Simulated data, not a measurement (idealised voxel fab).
process module | voxel capacitor over wiring
cross-section cut | 155 nm wide | cells 5 nm
A cross-section is a grid of square cells, given in bands from the top down. A band is one or more rows of cells.
Each band's line starts with the height of the band's top and of its bottom, in nm. Then come its materials from left to right, each with its width in nm. One material with "throughout" fills the band from edge to edge. "air" is empty space.
Height 0 is the level under which the wafer as received is all one material. The lowest band goes on downwards, as in "0 down".
A width such as "30 to 40" changes by the same amount from each row of cells to the next, from the band's top row to its bottom row.
"no change" after a step means that no cell of the cross-section changed.
closed voids: empty space of 8 cells or more with no open way to the top, each as width x height at its distance from the left edge, in nm
after a step's settings: what the simulator itself notes on the step
overlay nm, on a step with a mask: how far to the right of its planned place the mask lay; to the left if negative
plan
1 op RECEIVE | material Si
2 op CONFORMAL_DEP | material SiO2 | thk nm 15
3 op CONFORMAL_DEP | material SiCN | thk nm 5
4 op DIRECTIONAL_DEP | material SiO2 | thk nm 25
5 op DIRECTIONAL_DEP | material aC | thk nm 10
6 op PATTERN | tone open | mask id METAL_1 | material resist | width nm 30 | pitch nm 95 | thk nm 30 | overlay nm 0
7 op DIRECTIONAL_ETCH | etch materials aC | depth nm 10
8 op STRIP | etch materials resist
9 op DIRECTIONAL_ETCH | etch materials SiO2 | depth nm 25
10 op DIRECTIONAL_ETCH | etch materials SiCN | depth nm 5
11 op STRIP | etch materials aC
12 op CONFORMAL_DEP | material TiN | thk nm 5
13 op FILL_DEP | material Cu | thk nm 10
14 op CMP | height nm 45
15 op CONFORMAL_DEP | material SiCN | thk nm 5
16 op DIRECTIONAL_DEP | material SiO2 | thk nm 10
17 op MASKED_ETCH | tone open | mask id PLUG_1 | width nm 15 | etch materials SiO2 | depth nm 10 | overlay nm 0
18 op MASKED_ETCH | tone open | mask id PLUG_1 | width nm 15 | etch materials SiCN | depth nm 5 | overlay nm 0
19 op CONFORMAL_DEP | material TiN | thk nm 5
20 op FILL_DEP | material W | thk nm 10
21 op CMP | height nm 60
22 op DIRECTIONAL_DEP | material TiN | thk nm 10
23 op DIRECTIONAL_DEP | material HfO2 | thk nm 5
24 op DIRECTIONAL_DEP | material TiN | thk nm 10
25 op PATTERN | tone cover | mask id UPPER_PLATE | material resist | width nm 70 | thk nm 15 | overlay nm 0
26 op DIRECTIONAL_ETCH | etch materials TiN | depth nm 10
27 op DIRECTIONAL_ETCH | etch materials HfO2 | depth nm 5
28 op STRIP | etch materials resist
29 op DIRECTIONAL_DEP | material aC | thk nm 10
30 op PATTERN | tone cover | mask id LOWER_PLATE | material resist | width nm 80 | thk nm 25 | overlay nm 0
31 op DIRECTIONAL_ETCH | etch materials aC | depth nm 10
32 op STRIP | etch materials resist
33 op DIRECTIONAL_ETCH | etch materials TiN | depth nm 10
34 op STRIP | etch materials aC
35 op FILL_DEP | material SiO2 | thk nm 20
36 op CMP | height nm 100
37 op MASKED_ETCH | tone open | mask id PLUG_2 | width nm 15 | etch materials SiO2 | depth nm 15 | overlay nm 0
38 op CONFORMAL_DEP | material TiN | thk nm 5
39 op FILL_DEP | material Ru | thk nm 10
40 op CMP | height nm 100
41 op CONFORMAL_DEP | material SiCN | thk nm 5
first wafer, as planned
as received, after step 1
  0 down: Si throughout
  closed voids: none
after step 2
  15 to 0: SiO2 throughout
  below 0: unchanged
after step 3
  20 to 15: SiCN throughout
  below 15: unchanged
after step 4
  45 to 20: SiO2 throughout
  below 20: unchanged
after step 5
  55 to 45: aC throughout
  below 45: unchanged
after step 6
  85 to 55: resist 15 | air 30 | resist 65 | air 30 | resist 15
  below 55: unchanged
after step 7
  75 to 55: resist 15 | air 30 | resist 65 | air 30 | resist 15
  55 to 45: aC 15 | air 30 | aC 65 | air 30 | aC 15
  below 45: unchanged
after step 8
  55 to 45: aC 15 | air 30 | aC 65 | air 30 | aC 15
  below 45: unchanged
after step 9
  55 to 45: aC 15 | air 30 | aC 65 | air 30 | aC 15
  45 to 20: SiO2 15 | air 30 | SiO2 65 | air 30 | SiO2 15
  below 20: unchanged
after step 10
  55 to 45: aC 15 | air 30 | aC 65 | air 30 | aC 15
  45 to 20: SiO2 15 | air 30 | SiO2 65 | air 30 | SiO2 15
  20 to 15: SiCN 15 | air 30 | SiCN 65 | air 30 | SiCN 15
  below 15: unchanged
after step 11
  45 to 20: SiO2 15 | air 30 | SiO2 65 | air 30 | SiO2 15
  below 20: unchanged
after step 12
  50 to 45: TiN 20 | air 20 | TiN 75 | air 20 | TiN 20
  45 to 20: SiO2 15 | TiN 5 | air 20 | TiN 5 | SiO2 65 | TiN 5 | air 20 | TiN 5 | SiO2 15
  20 to 15: SiCN 15 | TiN 30 | SiCN 65 | TiN 30 | SiCN 15
  below 15: unchanged
after step 13
  60 to 50: Cu throughout
  50 to 45: TiN 20 | Cu 20 | TiN 75 | Cu 20 | TiN 20
  45 to 20: SiO2 15 | TiN 5 | Cu 20 | TiN 5 | SiO2 65 | TiN 5 | Cu 20 | TiN 5 | SiO2 15
  below 20: unchanged
after step 14
  45 to 20: SiO2 15 | TiN 5 | Cu 20 | TiN 5 | SiO2 65 | TiN 5 | Cu 20 | TiN 5 | SiO2 15
  below 20: unchanged
after step 15
  50 to 45: SiCN throughout
  below 45: unchanged
after step 16
  60 to 50: SiO2 throughout
  below 50: unchanged
after step 17
  60 to 50: SiO2 30 | air 15 | SiO2 110
  below 50: unchanged
after step 18
  60 to 50: SiO2 30 | air 15 | SiO2 110
  50 to 45: SiCN 30 | air 15 | SiCN 110
  below 45: unchanged
after step 19
  65 to 60: TiN 35 | air 5 | TiN 115
  60 to 50: SiO2 30 | TiN 5 | air 5 | TiN 5 | SiO2 110
  50 to 45: SiCN 30 | TiN 15 | SiCN 110
  below 45: unchanged
after step 20
  75 to 65: W throughout
  65 to 60: TiN 35 | W 5 | TiN 115
  60 to 50: SiO2 30 | TiN 5 | W 5 | TiN 5 | SiO2 110
  below 50: unchanged
after step 21
  60 to 50: SiO2 30 | TiN 5 | W 5 | TiN 5 | SiO2 110
  below 50: unchanged
after step 22
  70 to 60: TiN throughout
  below 60: unchanged
after step 23
  75 to 70: HfO2 throughout
  below 70: unchanged
after step 24
  85 to 75: TiN throughout
  below 75: unchanged
after step 25
  100 to 85: air 30 | resist 70 | air 55
  below 85: unchanged
after step 26
  100 to 85: air 30 | resist 70 | air 55
  85 to 75: air 30 | TiN 70 | air 55
  below 75: unchanged
after step 27
  100 to 85: air 30 | resist 70 | air 55
  85 to 75: air 30 | TiN 70 | air 55
  75 to 70: air 30 | HfO2 70 | air 55
  below 70: unchanged
after step 28
  85 to 75: air 30 | TiN 70 | air 55
  below 75: unchanged
after step 29
  95 to 85: air 30 | aC 70 | air 55
  85 to 80: air 30 | TiN 70 | air 55
  80 to 75: aC 30 | TiN 70 | aC 55
  75 to 70: aC 30 | HfO2 70 | aC 55
  below 70: unchanged
after step 30
  120 to 95: air 25 | resist 80 | air 50
  95 to 85: air 25 | resist 5 | aC 70 | resist 5 | air 50
  85 to 80: air 25 | resist 5 | TiN 70 | resist 5 | air 50
  below 80: unchanged
after step 31
  110 to 95: air 25 | resist 80 | air 50
  95 to 85: air 25 | resist 5 | aC 70 | resist 5 | air 50
  85 to 80: air 25 | resist 5 | TiN 70 | resist 5 | air 50
  80 to 75: air 25 | aC 5 | TiN 70 | aC 5 | air 50
  75 to 70: air 25 | aC 5 | HfO2 70 | aC 5 | air 50
  below 70: unchanged
after step 32
  95 to 85: air 30 | aC 70 | air 55
  85 to 80: air 30 | TiN 70 | air 55
  below 80: unchanged
after step 33
  95 to 85: air 30 | aC 70 | air 55
  85 to 80: air 30 | TiN 70 | air 55
  80 to 75: air 25 | aC 5 | TiN 70 | aC 5 | air 50
  75 to 70: air 25 | aC 5 | HfO2 70 | aC 5 | air 50
  70 to 60: air 25 | TiN 80 | air 50
  below 60: unchanged
after step 34
  85 to 75: air 30 | TiN 70 | air 55
  75 to 70: air 30 | HfO2 70 | air 55
  below 70: unchanged
after step 35
  105 to 85: SiO2 throughout
  85 to 75: SiO2 30 | TiN 70 | SiO2 55
  75 to 70: SiO2 30 | HfO2 70 | SiO2 55
  70 to 60: SiO2 25 | TiN 80 | SiO2 50
  below 60: unchanged
after step 36
  100 to 85: SiO2 throughout
  below 85: unchanged
after step 37
  100 to 85: SiO2 40 | air 15 | SiO2 100
  below 85: unchanged
after step 38
  105 to 100: TiN 45 | air 5 | TiN 105
  100 to 90: SiO2 40 | TiN 5 | air 5 | TiN 5 | SiO2 100
  90 to 85: SiO2 40 | TiN 15 | SiO2 100
  below 85: unchanged
after step 39
  115 to 105: Ru throughout
  105 to 100: TiN 45 | Ru 5 | TiN 105
  100 to 90: SiO2 40 | TiN 5 | Ru 5 | TiN 5 | SiO2 100
  below 90: unchanged
after step 40
  100 to 90: SiO2 40 | TiN 5 | Ru 5 | TiN 5 | SiO2 100
  below 90: unchanged
after step 41
  105 to 100: SiCN throughout
  below 100: unchanged
second wafer: like start, like plan, one mistake. Through step 2 it matches the first wafer
when step 3 should have ended
  40 to 0: SiO2 throughout
  below 0: unchanged
when step 4 should have ended
  45 to 40: SiCN throughout
  below 40: unchanged
when step 5 should have ended
  55 to 45: aC throughout
  below 45: unchanged
when step 6 should have ended
  85 to 55: resist 15 | air 30 | resist 65 | air 30 | resist 15
  below 55: unchanged
when step 7 should have ended
  75 to 55: resist 15 | air 30 | resist 65 | air 30 | resist 15
  55 to 45: aC 15 | air 30 | aC 65 | air 30 | aC 15
  below 45: unchanged
when step 8 should have ended
  55 to 45: aC 15 | air 30 | aC 65 | air 30 | aC 15
  below 45: unchanged
when step 9 should have ended: no change
when step 10 should have ended
  55 to 45: aC 15 | air 30 | aC 65 | air 30 | aC 15
  45 to 40: SiCN 15 | air 30 | SiCN 65 | air 30 | SiCN 15
  below 40: unchanged
when step 11 should have ended
  45 to 40: SiCN 15 | air 30 | SiCN 65 | air 30 | SiCN 15
  below 40: unchanged
when step 12 should have ended
  50 to 45: TiN 20 | air 20 | TiN 75 | air 20 | TiN 20
  45 to 40: SiCN 15 | TiN 30 | SiCN 65 | TiN 30 | SiCN 15
  below 40: unchanged
when step 13 should have ended
  60 to 50: Cu throughout
  50 to 45: TiN 20 | Cu 20 | TiN 75 | Cu 20 | TiN 20
  below 45: unchanged
when step 14 should have ended
  45 to 40: SiCN 15 | TiN 30 | SiCN 65 | TiN 30 | SiCN 15
  below 40: unchanged
when step 15 should have ended
  50 to 45: SiCN throughout
  below 45: unchanged
when step 16 should have ended
  60 to 50: SiO2 throughout
  below 50: unchanged
when step 17 should have ended
  60 to 50: SiO2 30 | air 15 | SiO2 110
  below 50: unchanged
when step 18 should have ended
  60 to 50: SiO2 30 | air 15 | SiO2 110
  50 to 45: SiCN 30 | air 15 | SiCN 110
  below 45: unchanged
when step 19 should have ended
  65 to 60: TiN 35 | air 5 | TiN 115
  60 to 50: SiO2 30 | TiN 5 | air 5 | TiN 5 | SiO2 110
  50 to 45: SiCN 30 | TiN 15 | SiCN 110
  below 45: unchanged
when step 20 should have ended
  75 to 65: W throughout
  65 to 60: TiN 35 | W 5 | TiN 115
  60 to 50: SiO2 30 | TiN 5 | W 5 | TiN 5 | SiO2 110
  below 50: unchanged
when step 21 should have ended
  60 to 50: SiO2 30 | TiN 5 | W 5 | TiN 5 | SiO2 110
  below 50: unchanged
when step 22 should have ended
  70 to 60: TiN throughout
  below 60: unchanged
when step 23 should have ended
  75 to 70: HfO2 throughout
  below 70: unchanged
when step 24 should have ended
  85 to 75: TiN throughout
  below 75: unchanged
when step 25 should have ended
  100 to 85: air 30 | resist 70 | air 55
  below 85: unchanged
when step 26 should have ended
  100 to 85: air 30 | resist 70 | air 55
  85 to 75: air 30 | TiN 70 | air 55
  below 75: unchanged
when step 27 should have ended
  100 to 85: air 30 | resist 70 | air 55
  85 to 75: air 30 | TiN 70 | air 55
  75 to 70: air 30 | HfO2 70 | air 55
  below 70: unchanged
when step 28 should have ended
  85 to 75: air 30 | TiN 70 | air 55
  below 75: unchanged
when step 29 should have ended
  95 to 85: air 30 | aC 70 | air 55
  85 to 80: air 30 | TiN 70 | air 55
  80 to 75: aC 30 | TiN 70 | aC 55
  75 to 70: aC 30 | HfO2 70 | aC 55
  below 70: unchanged
when step 30 should have ended
  120 to 95: air 25 | resist 80 | air 50
  95 to 85: air 25 | resist 5 | aC 70 | resist 5 | air 50
  85 to 80: air 25 | resist 5 | TiN 70 | resist 5 | air 50
  below 80: unchanged
when step 31 should have ended
  110 to 95: air 25 | resist 80 | air 50
  95 to 85: air 25 | resist 5 | aC 70 | resist 5 | air 50
  85 to 80: air 25 | resist 5 | TiN 70 | resist 5 | air 50
  80 to 75: air 25 | aC 5 | TiN 70 | aC 5 | air 50
  75 to 70: air 25 | aC 5 | HfO2 70 | aC 5 | air 50
  below 70: unchanged
when step 32 should have ended
  95 to 85: air 30 | aC 70 | air 55
  85 to 80: air 30 | TiN 70 | air 55
  below 80: unchanged
when step 33 should have ended
  95 to 85: air 30 | aC 70 | air 55
  85 to 80: air 30 | TiN 70 | air 55
  80 to 75: air 25 | aC 5 | TiN 70 | aC 5 | air 50
  75 to 70: air 25 | aC 5 | HfO2 70 | aC 5 | air 50
  70 to 60: air 25 | TiN 80 | air 50
  below 60: unchanged
when step 34 should have ended
  85 to 75: air 30 | TiN 70 | air 55
  75 to 70: air 30 | HfO2 70 | air 55
  below 70: unchanged
when step 35 should have ended
  105 to 85: SiO2 throughout
  85 to 75: SiO2 30 | TiN 70 | SiO2 55
  75 to 70: SiO2 30 | HfO2 70 | SiO2 55
  70 to 60: SiO2 25 | TiN 80 | SiO2 50
  below 60: unchanged
when step 36 should have ended
  100 to 85: SiO2 throughout
  below 85: unchanged
when step 37 should have ended
  100 to 85: SiO2 40 | air 15 | SiO2 100
  below 85: unchanged
when step 38 should have ended
  105 to 100: TiN 45 | air 5 | TiN 105
  100 to 90: SiO2 40 | TiN 5 | air 5 | TiN 5 | SiO2 100
  90 to 85: SiO2 40 | TiN 15 | SiO2 100
  below 85: unchanged
when step 39 should have ended
  115 to 105: Ru throughout
  105 to 100: TiN 45 | Ru 5 | TiN 105
  100 to 90: SiO2 40 | TiN 5 | Ru 5 | TiN 5 | SiO2 100
  below 90: unchanged
when step 40 should have ended
  100 to 90: SiO2 40 | TiN 5 | Ru 5 | TiN 5 | SiO2 100
  below 90: unchanged
when step 41 should have ended
  105 to 100: SiCN throughout
  below 100: unchanged
what went wrong: steps 3 and 4 were swapped
at the end the second wafer has, in cells: 40 fewer of Cu | 60 more of SiO2 | 20 fewer of TiN
